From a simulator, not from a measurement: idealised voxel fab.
Herein follows the process module entitled voxel capacitor over wiring.
For reference, the cross-section in this document is cut, with width 240 nm and square cells of 5 nm.
Reading order for cross-sections: top band down to bottom band. Underlying form: a grid of square cells. Band size: one or more rows of cells. A band entry consists of two parts. The first gives the height of the band's top and the height of its bottom, in nm. The rest lists the band's materials from left to right, each with its width in nm. A single material labelled with the word "everywhere" fills the band from edge to edge, and the word "air" marks empty space. All heights in this document are referenced to 0, defined as the level beneath which the wafer, as received, consists entirely of one material. The lowest band is not bounded below; it extends indefinitely downward and is written in the form "0 -> down". Quick explanation for "30->40": the width changes in equal steps down the rows of cells, from the first number in the band's top row to the second number in its bottom row. Take "no change occurred" at face value: in the step it is given for, the cross-section changed in none of its cells. Reported under the label "Unvented internal voids" are the empty spaces having no open way to the top and comprising 8 cells or more; the notation for each is width x height at distance, in which the distance is measured from the left edge and all three values are in nm. It should be noted that, on the line of a given step, the content following the step's settings is a remark produced by the simulator itself with respect to that step. overlay nm: right-of-plan distance of the mask on a masked step; negative values mean left-of-plan.
INTENDED PROCESS STEPS
- 1: op RECEIVE | material Si
- 2: op CONFORMAL_DEP | material SiO2 | thk nm 10
- 3: op CONFORMAL_DEP | material SiCN | thk nm 5
- 4: op DIRECTIONAL_DEP | material SiO2 | thk nm 15
- 5: op DIRECTIONAL_DEP | material aC | thk nm 10
- 6: op PATTERN | tone open | mask id METAL_1 | material resist | width nm 20 | pitch nm 80 | thk nm 30 | overlay nm 0
- 7: op DIRECTIONAL_ETCH | etch materials aC | depth nm 10
- 8: op STRIP | etch materials resist
- 9: op DIRECTIONAL_ETCH | etch materials SiO2 | depth nm 15
- 10: op DIRECTIONAL_ETCH | etch materials SiCN | depth nm 5
- 11: op STRIP | etch materials aC
- 12: op CONFORMAL_DEP | material TiN | thk nm 5
- 13: op FILL_DEP | material W | thk nm 10
- 14: op CMP | height nm 30
- 15: op EPI | material Ru | thk nm 5
- 16: op FILL_DEP | material SiCN | thk nm 5
- 17: op DIRECTIONAL_DEP | material lowk | thk nm 15
- 18: op MASKED_ETCH | tone open | mask id PLUG_1 | width nm 15 | etch materials lowk | depth nm 15 | overlay nm 0
- 19: op MASKED_ETCH | tone open | mask id PLUG_1 | width nm 15 | etch materials SiCN | depth nm 5 | overlay nm 0
- 20: op CONFORMAL_DEP | material TiN | thk nm 5
- 21: op FILL_DEP | material Ru | thk nm 5
- 22: op CMP | height nm 55
- 23: op DIRECTIONAL_DEP | material TiN | thk nm 5
- 24: op DIRECTIONAL_DEP | material SiN | thk nm 5
- 25: op DIRECTIONAL_DEP | material TiN | thk nm 5
- 26: op MASKED_ETCH | tone cover | mask id UPPER_PLATE | width nm 65 | etch materials TiN | depth nm 5 | overlay nm 0
- 27: op MASKED_ETCH | tone cover | mask id UPPER_PLATE | width nm 65 | etch materials SiN | depth nm 5 | overlay nm 0
- 28: op DIRECTIONAL_DEP | material aC | thk nm 15
- 29: op PATTERN | tone cover | mask id LOWER_PLATE | material resist | width nm 75 | thk nm 30 | overlay nm 0
- 30: op DIRECTIONAL_ETCH | etch materials aC | depth nm 15
- 31: op STRIP | etch materials resist
- 32: op DIRECTIONAL_ETCH | etch materials TiN | depth nm 5
- 33: op STRIP | etch materials aC
- 34: op FILL_DEP | material SiO2 | thk nm 20
- 35: op CMP | height nm 85
- 36: op PATTERN | tone open | mask id PLUG_2 | material resist | width nm 15 | thk nm 15 | overlay nm 0
- 37: op DIRECTIONAL_ETCH | etch materials SiO2 | depth nm 15
- 38: op STRIP | etch materials resist
- 39: op CONFORMAL_DEP | material TiN | thk nm 5
- 40: op FILL_DEP | material Cu | thk nm 10
- 41: op CMP | height nm 85
- 42: op CONFORMAL_DEP | material SiCN | thk nm 5
CONCERNING THE FIRST OF TWO WAFERS, WHICH WAS RUN IN ACCORDANCE WITH THE PLAN
AS RECEIVED, AFTER STEP 1
> 0 -> down = Si everywhere
> Unvented internal voids: none
TAKE A LOOK AT THE WAFER'S CROSS-SECTION AFTER STEP 2
> 10 -> 0 = SiO2 everywhere
> Anything lower than 0 is untouched.
TAKE A LOOK AT THE WAFER'S CROSS-SECTION AFTER STEP 3
> 15 -> 10 = SiCN everywhere
> Anything lower than 10 is untouched.
TAKE A LOOK AT THE WAFER'S CROSS-SECTION AFTER STEP 4
> 30 -> 15 = SiO2 everywhere
> Anything lower than 15 is untouched.
TAKE A LOOK AT THE WAFER'S CROSS-SECTION AFTER STEP 5
> 40 -> 30 = aC everywhere
> Anything lower than 30 is untouched.
TAKE A LOOK AT THE WAFER'S CROSS-SECTION AFTER STEP 6
> 70 -> 40 = resist 70 / air 20 / resist 60 / air 20 / resist 70
> Anything lower than 40 is untouched.
TAKE A LOOK AT THE WAFER'S CROSS-SECTION AFTER STEP 7
> 60 -> 40 = resist 70 / air 20 / resist 60 / air 20 / resist 70
> 40 -> 30 = aC 70 / air 20 / aC 60 / air 20 / aC 70
> Anything lower than 30 is untouched.
TAKE A LOOK AT THE WAFER'S CROSS-SECTION AFTER STEP 8
> 40 -> 30 = aC 70 / air 20 / aC 60 / air 20 / aC 70
> Anything lower than 30 is untouched.
TAKE A LOOK AT THE WAFER'S CROSS-SECTION AFTER STEP 9
> 40 -> 30 = aC 70 / air 20 / aC 60 / air 20 / aC 70
> 30 -> 15 = SiO2 70 / air 20 / SiO2 60 / air 20 / SiO2 70
> Anything lower than 15 is untouched.
TAKE A LOOK AT THE WAFER'S CROSS-SECTION AFTER STEP 10
> 40 -> 30 = aC 70 / air 20 / aC 60 / air 20 / aC 70
> 30 -> 15 = SiO2 70 / air 20 / SiO2 60 / air 20 / SiO2 70
> 15 -> 10 = SiCN 70 / air 20 / SiCN 60 / air 20 / SiCN 70
> Anything lower than 10 is untouched.
TAKE A LOOK AT THE WAFER'S CROSS-SECTION AFTER STEP 11
> 30 -> 15 = SiO2 70 / air 20 / SiO2 60 / air 20 / SiO2 70
> Anything lower than 15 is untouched.
TAKE A LOOK AT THE WAFER'S CROSS-SECTION AFTER STEP 12
> 35 -> 30 = TiN 75 / air 10 / TiN 70 / air 10 / TiN 75
> 30 -> 15 = SiO2 70 / TiN 5 / air 10 / TiN 5 / SiO2 60 / TiN 5 / air 10 / TiN 5 / SiO2 70
> 15 -> 10 = SiCN 70 / TiN 20 / SiCN 60 / TiN 20 / SiCN 70
> Anything lower than 10 is untouched.
TAKE A LOOK AT THE WAFER'S CROSS-SECTION AFTER STEP 13
> 45 -> 35 = W everywhere
> 35 -> 30 = TiN 75 / W 10 / TiN 70 / W 10 / TiN 75
> 30 -> 15 = SiO2 70 / TiN 5 / W 10 / TiN 5 / SiO2 60 / TiN 5 / W 10 / TiN 5 / SiO2 70
> Anything lower than 15 is untouched.
TAKE A LOOK AT THE WAFER'S CROSS-SECTION AFTER STEP 14
> 30 -> 15 = SiO2 70 / TiN 5 / W 10 / TiN 5 / SiO2 60 / TiN 5 / W 10 / TiN 5 / SiO2 70
> Anything lower than 15 is untouched.
TAKE A LOOK AT THE WAFER'S CROSS-SECTION AFTER STEP 15
> 35 -> 30 = air 65 / Ru 30 / air 50 / Ru 30 / air 65
> Anything lower than 30 is untouched.
TAKE A LOOK AT THE WAFER'S CROSS-SECTION AFTER STEP 16
> 40 -> 35 = SiCN everywhere
> 35 -> 30 = SiCN 65 / Ru 30 / SiCN 50 / Ru 30 / SiCN 65
> Anything lower than 30 is untouched.
TAKE A LOOK AT THE WAFER'S CROSS-SECTION AFTER STEP 17
> 55 -> 40 = lowk everywhere
> Anything lower than 40 is untouched.
TAKE A LOOK AT THE WAFER'S CROSS-SECTION AFTER STEP 18
> 55 -> 40 = lowk 75 / air 15 / lowk 150
> Anything lower than 40 is untouched.
TAKE A LOOK AT THE WAFER'S CROSS-SECTION AFTER STEP 19
> 55 -> 40 = lowk 75 / air 15 / lowk 150
> 40 -> 35 = SiCN 75 / air 15 / SiCN 150
> Anything lower than 35 is untouched.
TAKE A LOOK AT THE WAFER'S CROSS-SECTION AFTER STEP 20
> 60 -> 55 = TiN 80 / air 5 / TiN 155
> 55 -> 40 = lowk 75 / TiN 5 / air 5 / TiN 5 / lowk 150
> 40 -> 35 = SiCN 75 / TiN 15 / SiCN 150
> Anything lower than 35 is untouched.
TAKE A LOOK AT THE WAFER'S CROSS-SECTION AFTER STEP 21
> 65 -> 60 = Ru everywhere
> 60 -> 55 = TiN 80 / Ru 5 / TiN 155
> 55 -> 40 = lowk 75 / TiN 5 / Ru 5 / TiN 5 / lowk 150
> Anything lower than 40 is untouched.
TAKE A LOOK AT THE WAFER'S CROSS-SECTION AFTER STEP 22
> 55 -> 40 = lowk 75 / TiN 5 / Ru 5 / TiN 5 / lowk 150
> Anything lower than 40 is untouched.
TAKE A LOOK AT THE WAFER'S CROSS-SECTION AFTER STEP 23
> 60 -> 55 = TiN everywhere
> Anything lower than 55 is untouched.
TAKE A LOOK AT THE WAFER'S CROSS-SECTION AFTER STEP 24
> 65 -> 60 = SiN everywhere
> Anything lower than 60 is untouched.
TAKE A LOOK AT THE WAFER'S CROSS-SECTION AFTER STEP 25
> 70 -> 65 = TiN everywhere
> Anything lower than 65 is untouched.
TAKE A LOOK AT THE WAFER'S CROSS-SECTION AFTER STEP 26
> 70 -> 65 = air 75 / TiN 65 / air 100
> Anything lower than 65 is untouched.
TAKE A LOOK AT THE WAFER'S CROSS-SECTION AFTER STEP 27
> 70 -> 65 = air 75 / TiN 65 / air 100
> 65 -> 60 = air 75 / SiN 65 / air 100
> Anything lower than 60 is untouched.
TAKE A LOOK AT THE WAFER'S CROSS-SECTION AFTER STEP 28
> 85 -> 75 = air 75 / aC 65 / air 100
> 75 -> 70 = aC everywhere
> 70 -> 65 = aC 75 / TiN 65 / aC 100
> 65 -> 60 = aC 75 / SiN 65 / aC 100
> Anything lower than 60 is untouched.
TAKE A LOOK AT THE WAFER'S CROSS-SECTION AFTER STEP 29
> 115 -> 85 = air 70 / resist 75 / air 95
> 85 -> 75 = air 70 / resist 5 / aC 65 / resist 5 / air 95
> Anything lower than 75 is untouched.
TAKE A LOOK AT THE WAFER'S CROSS-SECTION AFTER STEP 30
> 100 -> 85 = air 70 / resist 75 / air 95
> 85 -> 75 = air 70 / resist 5 / aC 65 / resist 5 / air 95
> 75 -> 70 = air 70 / aC 75 / air 95
> 70 -> 65 = air 70 / aC 5 / TiN 65 / aC 5 / air 95
> 65 -> 60 = air 70 / aC 5 / SiN 65 / aC 5 / air 95
> Anything lower than 60 is untouched.
TAKE A LOOK AT THE WAFER'S CROSS-SECTION AFTER STEP 31
> 85 -> 75 = air 75 / aC 65 / air 100
> Anything lower than 75 is untouched.
TAKE A LOOK AT THE WAFER'S CROSS-SECTION AFTER STEP 32
> 85 -> 75 = air 75 / aC 65 / air 100
> 75 -> 70 = air 70 / aC 75 / air 95
> 70 -> 65 = air 70 / aC 5 / TiN 65 / aC 5 / air 95
> 65 -> 60 = air 70 / aC 5 / SiN 65 / aC 5 / air 95
> 60 -> 55 = air 70 / TiN 75 / air 95
> Anything lower than 55 is untouched.
TAKE A LOOK AT THE WAFER'S CROSS-SECTION AFTER STEP 33
> 70 -> 65 = air 75 / TiN 65 / air 100
> 65 -> 60 = air 75 / SiN 65 / air 100
> Anything lower than 60 is untouched.
TAKE A LOOK AT THE WAFER'S CROSS-SECTION AFTER STEP 34
> 90 -> 70 = SiO2 everywhere
> 70 -> 65 = SiO2 75 / TiN 65 / SiO2 100
> 65 -> 60 = SiO2 75 / SiN 65 / SiO2 100
> 60 -> 55 = SiO2 70 / TiN 75 / SiO2 95
> Anything lower than 55 is untouched.
TAKE A LOOK AT THE WAFER'S CROSS-SECTION AFTER STEP 35
> 85 -> 70 = SiO2 everywhere
> Anything lower than 70 is untouched.
TAKE A LOOK AT THE WAFER'S CROSS-SECTION AFTER STEP 36
> 100 -> 85 = resist 85 / air 15 / resist 140
> Anything lower than 85 is untouched.
TAKE A LOOK AT THE WAFER'S CROSS-SECTION AFTER STEP 37
> 100 -> 85 = resist 85 / air 15 / resist 140
> 85 -> 70 = SiO2 85 / air 15 / SiO2 140
> Anything lower than 70 is untouched.
TAKE A LOOK AT THE WAFER'S CROSS-SECTION AFTER STEP 38
> 85 -> 70 = SiO2 85 / air 15 / SiO2 140
> Anything lower than 70 is untouched.
TAKE A LOOK AT THE WAFER'S CROSS-SECTION AFTER STEP 39
> 90 -> 85 = TiN 90 / air 5 / TiN 145
> 85 -> 75 = SiO2 85 / TiN 5 / air 5 / TiN 5 / SiO2 140
> 75 -> 65 = SiO2 85->75 / TiN 15->65 / SiO2 140->100
> Anything lower than 65 is untouched.
TAKE A LOOK AT THE WAFER'S CROSS-SECTION AFTER STEP 40
> 100 -> 90 = Cu everywhere
> 90 -> 85 = TiN 90 / Cu 5 / TiN 145
> 85 -> 75 = SiO2 85 / TiN 5 / Cu 5 / TiN 5 / SiO2 140
> Anything lower than 75 is untouched.
TAKE A LOOK AT THE WAFER'S CROSS-SECTION AFTER STEP 41
> 85 -> 75 = SiO2 85 / TiN 5 / Cu 5 / TiN 5 / SiO2 140
> Anything lower than 75 is untouched.
TAKE A LOOK AT THE WAFER'S CROSS-SECTION AFTER STEP 42
> 90 -> 85 = SiCN everywhere
> Anything lower than 85 is untouched.
FOR THE SECOND WAFER, TAKE THE FIRST WAFER'S START AND PLAN, THEN ADD ONE MISTAKE MADE IN RUNNING IT; EVERYTHING THROUGH STEP 1, THAT STEP INCLUDED, IS SHARED WITH THE FIRST
WHEN STEP 2 SHOULD HAVE ENDED
> 10 -> 0 = lowk everywhere
> Anything lower than 0 is untouched.
WHEN STEP 3 SHOULD HAVE ENDED
> 15 -> 10 = SiCN everywhere
> Anything lower than 10 is untouched.
WHEN STEP 4 SHOULD HAVE ENDED
> 30 -> 15 = SiO2 everywhere
> Anything lower than 15 is untouched.
WHEN STEP 5 SHOULD HAVE ENDED
> 40 -> 30 = aC everywhere
> Anything lower than 30 is untouched.
WHEN STEP 6 SHOULD HAVE ENDED
> 70 -> 40 = resist 70 / air 20 / resist 60 / air 20 / resist 70
> Anything lower than 40 is untouched.
WHEN STEP 7 SHOULD HAVE ENDED
> 60 -> 40 = resist 70 / air 20 / resist 60 / air 20 / resist 70
> 40 -> 30 = aC 70 / air 20 / aC 60 / air 20 / aC 70
> Anything lower than 30 is untouched.
WHEN STEP 8 SHOULD HAVE ENDED
> 40 -> 30 = aC 70 / air 20 / aC 60 / air 20 / aC 70
> Anything lower than 30 is untouched.
WHEN STEP 9 SHOULD HAVE ENDED
> 40 -> 30 = aC 70 / air 20 / aC 60 / air 20 / aC 70
> 30 -> 15 = SiO2 70 / air 20 / SiO2 60 / air 20 / SiO2 70
> Anything lower than 15 is untouched.
WHEN STEP 10 SHOULD HAVE ENDED
> 40 -> 30 = aC 70 / air 20 / aC 60 / air 20 / aC 70
> 30 -> 15 = SiO2 70 / air 20 / SiO2 60 / air 20 / SiO2 70
> 15 -> 10 = SiCN 70 / air 20 / SiCN 60 / air 20 / SiCN 70
> Anything lower than 10 is untouched.
WHEN STEP 11 SHOULD HAVE ENDED
> 30 -> 15 = SiO2 70 / air 20 / SiO2 60 / air 20 / SiO2 70
> Anything lower than 15 is untouched.
WHEN STEP 12 SHOULD HAVE ENDED
> 35 -> 30 = TiN 75 / air 10 / TiN 70 / air 10 / TiN 75
> 30 -> 15 = SiO2 70 / TiN 5 / air 10 / TiN 5 / SiO2 60 / TiN 5 / air 10 / TiN 5 / SiO2 70
> 15 -> 10 = SiCN 70 / TiN 20 / SiCN 60 / TiN 20 / SiCN 70
> Anything lower than 10 is untouched.
WHEN STEP 13 SHOULD HAVE ENDED
> 45 -> 35 = W everywhere
> 35 -> 30 = TiN 75 / W 10 / TiN 70 / W 10 / TiN 75
> 30 -> 15 = SiO2 70 / TiN 5 / W 10 / TiN 5 / SiO2 60 / TiN 5 / W 10 / TiN 5 / SiO2 70
> Anything lower than 15 is untouched.
WHEN STEP 14 SHOULD HAVE ENDED
> 30 -> 15 = SiO2 70 / TiN 5 / W 10 / TiN 5 / SiO2 60 / TiN 5 / W 10 / TiN 5 / SiO2 70
> Anything lower than 15 is untouched.
WHEN STEP 15 SHOULD HAVE ENDED
> 35 -> 30 = air 65 / Ru 30 / air 50 / Ru 30 / air 65
> Anything lower than 30 is untouched.
WHEN STEP 16 SHOULD HAVE ENDED
> 40 -> 35 = SiCN everywhere
> 35 -> 30 = SiCN 65 / Ru 30 / SiCN 50 / Ru 30 / SiCN 65
> Anything lower than 30 is untouched.
WHEN STEP 17 SHOULD HAVE ENDED
> 55 -> 40 = lowk everywhere
> Anything lower than 40 is untouched.
WHEN STEP 18 SHOULD HAVE ENDED
> 55 -> 40 = lowk 75 / air 15 / lowk 150
> Anything lower than 40 is untouched.
WHEN STEP 19 SHOULD HAVE ENDED
> 55 -> 40 = lowk 75 / air 15 / lowk 150
> 40 -> 35 = SiCN 75 / air 15 / SiCN 150
> Anything lower than 35 is untouched.
WHEN STEP 20 SHOULD HAVE ENDED
> 60 -> 55 = TiN 80 / air 5 / TiN 155
> 55 -> 40 = lowk 75 / TiN 5 / air 5 / TiN 5 / lowk 150
> 40 -> 35 = SiCN 75 / TiN 15 / SiCN 150
> Anything lower than 35 is untouched.
WHEN STEP 21 SHOULD HAVE ENDED
> 65 -> 60 = Ru everywhere
> 60 -> 55 = TiN 80 / Ru 5 / TiN 155
> 55 -> 40 = lowk 75 / TiN 5 / Ru 5 / TiN 5 / lowk 150
> Anything lower than 40 is untouched.
WHEN STEP 22 SHOULD HAVE ENDED
> 55 -> 40 = lowk 75 / TiN 5 / Ru 5 / TiN 5 / lowk 150
> Anything lower than 40 is untouched.
WHEN STEP 23 SHOULD HAVE ENDED
> 60 -> 55 = TiN everywhere
> Anything lower than 55 is untouched.
WHEN STEP 24 SHOULD HAVE ENDED
> 65 -> 60 = SiN everywhere
> Anything lower than 60 is untouched.
WHEN STEP 25 SHOULD HAVE ENDED
> 70 -> 65 = TiN everywhere
> Anything lower than 65 is untouched.
WHEN STEP 26 SHOULD HAVE ENDED
> 70 -> 65 = air 75 / TiN 65 / air 100
> Anything lower than 65 is untouched.
WHEN STEP 27 SHOULD HAVE ENDED
> 70 -> 65 = air 75 / TiN 65 / air 100
> 65 -> 60 = air 75 / SiN 65 / air 100
> Anything lower than 60 is untouched.
WHEN STEP 28 SHOULD HAVE ENDED
> 85 -> 75 = air 75 / aC 65 / air 100
> 75 -> 70 = aC everywhere
> 70 -> 65 = aC 75 / TiN 65 / aC 100
> 65 -> 60 = aC 75 / SiN 65 / aC 100
> Anything lower than 60 is untouched.
WHEN STEP 29 SHOULD HAVE ENDED
> 115 -> 85 = air 70 / resist 75 / air 95
> 85 -> 75 = air 70 / resist 5 / aC 65 / resist 5 / air 95
> Anything lower than 75 is untouched.
WHEN STEP 30 SHOULD HAVE ENDED
> 100 -> 85 = air 70 / resist 75 / air 95
> 85 -> 75 = air 70 / resist 5 / aC 65 / resist 5 / air 95
> 75 -> 70 = air 70 / aC 75 / air 95
> 70 -> 65 = air 70 / aC 5 / TiN 65 / aC 5 / air 95
> 65 -> 60 = air 70 / aC 5 / SiN 65 / aC 5 / air 95
> Anything lower than 60 is untouched.
WHEN STEP 31 SHOULD HAVE ENDED
> 85 -> 75 = air 75 / aC 65 / air 100
> Anything lower than 75 is untouched.
WHEN STEP 32 SHOULD HAVE ENDED
> 85 -> 75 = air 75 / aC 65 / air 100
> 75 -> 70 = air 70 / aC 75 / air 95
> 70 -> 65 = air 70 / aC 5 / TiN 65 / aC 5 / air 95
> 65 -> 60 = air 70 / aC 5 / SiN 65 / aC 5 / air 95
> 60 -> 55 = air 70 / TiN 75 / air 95
> Anything lower than 55 is untouched.
WHEN STEP 33 SHOULD HAVE ENDED
> 70 -> 65 = air 75 / TiN 65 / air 100
> 65 -> 60 = air 75 / SiN 65 / air 100
> Anything lower than 60 is untouched.
WHEN STEP 34 SHOULD HAVE ENDED
> 90 -> 70 = SiO2 everywhere
> 70 -> 65 = SiO2 75 / TiN 65 / SiO2 100
> 65 -> 60 = SiO2 75 / SiN 65 / SiO2 100
> 60 -> 55 = SiO2 70 / TiN 75 / SiO2 95
> Anything lower than 55 is untouched.
WHEN STEP 35 SHOULD HAVE ENDED
> 85 -> 70 = SiO2 everywhere
> Anything lower than 70 is untouched.
WHEN STEP 36 SHOULD HAVE ENDED
> 100 -> 85 = resist 85 / air 15 / resist 140
> Anything lower than 85 is untouched.
WHEN STEP 37 SHOULD HAVE ENDED
> 100 -> 85 = resist 85 / air 15 / resist 140
> 85 -> 70 = SiO2 85 / air 15 / SiO2 140
> Anything lower than 70 is untouched.
WHEN STEP 38 SHOULD HAVE ENDED
> 85 -> 70 = SiO2 85 / air 15 / SiO2 140
> Anything lower than 70 is untouched.
WHEN STEP 39 SHOULD HAVE ENDED
> 90 -> 85 = TiN 90 / air 5 / TiN 145
> 85 -> 75 = SiO2 85 / TiN 5 / air 5 / TiN 5 / SiO2 140
> 75 -> 65 = SiO2 85->75 / TiN 15->65 / SiO2 140->100
> Anything lower than 65 is untouched.
WHEN STEP 40 SHOULD HAVE ENDED
> 100 -> 90 = Cu everywhere
> 90 -> 85 = TiN 90 / Cu 5 / TiN 145
> 85 -> 75 = SiO2 85 / TiN 5 / Cu 5 / TiN 5 / SiO2 140
> Anything lower than 75 is untouched.
WHEN STEP 41 SHOULD HAVE ENDED
> 85 -> 75 = SiO2 85 / TiN 5 / Cu 5 / TiN 5 / SiO2 140
> Anything lower than 75 is untouched.
WHEN STEP 42 SHOULD HAVE ENDED
> 90 -> 85 = SiCN everywhere
> Anything lower than 85 is untouched.
What broke from the plan during processing? contrary to plan, step 2 was performed as op CONFORMAL_DEP | material lowk | thk nm 10
Materials where the second wafer ends with more or fewer cells than the first: -96 SiO2 | +96 lowk
